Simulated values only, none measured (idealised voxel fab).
Documented hereafter: the process module known as voxel wiring stack.
cross-section cut | 205 nm wide | cells 5 nm
Reading order for cross-sections: top band down to bottom band. Underlying form: a grid of square cells. Band size: one or more rows of cells.
Heights first: top, then bottom, in nm. Then materials, left to right, each with a width in nm. "throughout" on a single material: fills the band edge to edge. "air": empty space.
Ref level 0: as-received wafer is one material below here. Bottom band extends down with no lower bound ("z 0 and below").
A width such as "30 to 40" changes by the same amount from each row of cells to the next, from the band's top row to its bottom row.
A step reported as "nothing got changed" is a step in which no cell of the cross-section changed.
Empty spaces counting at least 8 cells and having no open way to the top are listed in "Enclosed void entries". The notation width x height at distance is used for each, the distance being from the left edge and all three values in nm.
On a step's line, text after the settings is the simulator commenting on that step.
overlay nm: mask right of planned place by this much (step with mask). Neg. = left.
Reading guide: pairs of cross-sections, before and after one process step; after view cut off at lowest changed band; step and settings listed under each pair. Pairs may stem from different runs of this module on the same starting wafer; continuity with the pair above only where the "Pre-step snapshot" entry states it.

PRE-STEP SNAPSHOT
z 115 to 100 = 15 SiO2, then 5 SiN, then 25 W, then 5 SiN, then 10 SiO2, then 5 SiN, then 25 W, then 5 SiN, then 10 SiO2, then 5 SiN, then 25 W, then 5 SiN, then 10 SiO2, then 5 SiN, then 25 W, then 5 SiN, then 20 SiO2
z 100 to 95 = 20 SiN, then 25 TiN, then 20 SiN, then 25 TiN, then 20 SiN, then 25 TiN, then 20 SiN, then 25 TiN, then 25 SiN
z 95 to 75 = 20 lowk, then 5 TiN, then 5 W, then 5 TiN, then 75 lowk, then 5 TiN, then 5 W, then 5 TiN, then 80 lowk
z 75 to 70 = 20 SiCN, then 15 TiN, then 75 SiCN, then 15 TiN, then 80 SiCN
z 70 to 55 = 30 Cu, then 5 TiN, then 10 lowk, then 5 TiN, then 25 Cu, then 5 TiN, then 10 lowk, then 5 TiN, then 25 Cu, then 5 TiN, then 10 lowk, then 5 TiN, then 25 Cu, then 5 TiN, then 10 lowk, then 5 TiN, then 20 Cu
z 55 to 50 = 25 TiN, then 5 Cu, then 5 TiN, then 10 lowk, then 25 TiN, then 5 Cu, then 5 TiN, then 10 lowk, then 25 TiN, then 5 Cu, then 5 TiN, then 10 lowk, then 25 TiN, then 5 Cu, then 5 TiN, then 10 lowk, then 25 TiN
z 50 to 40 = 20 lowk, then 5 TiN, then 5 Cu, then 5 TiN, then 30 lowk, then 5 TiN, then 5 Cu, then 5 TiN, then 30 lowk, then 5 TiN, then 5 Cu, then 5 TiN, then 30 lowk, then 5 TiN, then 5 Cu, then 5 TiN, then 35 lowk
z 40 to 35 = 20 lowk, then 15 TiN, then 30 lowk, then 15 TiN, then 30 lowk, then 15 TiN, then 30 lowk, then 15 TiN, then 35 lowk
z 35 to 30 = SiCN throughout
z 30 to 15 = 20 lowk, then 25 Ru, then 20 lowk, then 25 Ru, then 20 lowk, then 25 Ru, then 20 lowk, then 25 Ru, then 25 lowk
z 15 to 10 = 20 lowk, then 25 TiN, then 20 lowk, then 25 TiN, then 20 lowk, then 25 TiN, then 20 lowk, then 25 TiN, then 25 lowk
z 10 to 0 = SiO2 throughout
z 0 and below = Si throughout
Enclosed void entries: none

STRUCTURE AFTER STEP
z 120 to 115 = SiCN throughout
Below 115, the layers are the same as they were.
Enclosed void entries: none
The process step separating the two cross-sections depicted above is as follows: CONFORMAL_DEP [material SiCN] [thk nm 5]
